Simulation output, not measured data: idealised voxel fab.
process module | voxel fin reveal
cross-section cut | 245 nm wide | cells 5 nm
A cross-section is a grid of square cells, given in bands from the top down. A band is one or more rows of cells.
Each band's line starts with the height of the band's top and of its bottom, in nm. Then come its materials from left to right, each with its width in nm. One material with "throughout" fills the band from edge to edge. "air" is empty space.
Height 0 is the level under which the wafer as received is all one material. The lowest band goes on downwards, as in "0 down".
A width such as "30 to 40" changes by the same amount from each row of cells to the next, from the band's top row to its bottom row.
"no change" after a step means that no cell of the cross-section changed.
closed voids: empty space of 8 cells or more with no open way to the top, each as width x height at its distance from the left edge, in nm
after a step's settings: what the simulator itself notes on the step
overlay nm, on a step with a mask: how far to the right of its planned place the mask lay; to the left if negative
plan
1 op RECEIVE | material Si
2 op CONFORMAL_DEP | material SiN | thk nm 5
3 op DIRECTIONAL_DEP | material aC | thk nm 5
4 op PATTERN | tone cover | mask id FINS | material resist | width nm 15 | pitch nm 40 | thk nm 25 | overlay nm 0
5 op DIRECTIONAL_ETCH | etch materials aC | depth nm 10
6 op STRIP | etch materials resist
7 op DIRECTIONAL_ETCH | etch materials SiN | depth nm 5
8 op DIRECTIONAL_ETCH | etch materials Si | depth nm 35
9 op STRIP | etch materials aC
10 op OXIDIZE | depth nm 5
11 op FILL_DEP | material SiO2 | thk nm 5
12 op CMP | height nm 5
13 op SELECTIVE_ETCH | etch materials SiO2 | depth nm 30
14 op STRIP | etch materials SiN
varied across the wafers: thk nm of step 3. The plan shows the first wafer's value. All wafers start alike
first wafer as received, after step 1
  0 down: Si throughout
  closed voids: none
each wafer at the end: cells of each material gained (+) or lost (-) since it was received, then its closed voids
thk nm 5 | -368 Si | +138 SiO2 | closed voids: none
thk nm 10 | -368 Si | +138 SiO2 | closed voids: none
thk nm 15 | no cell changed | closed voids: none
thk nm 20 | no cell changed | closed voids: none
thk nm 25 | no cell changed | closed voids: none
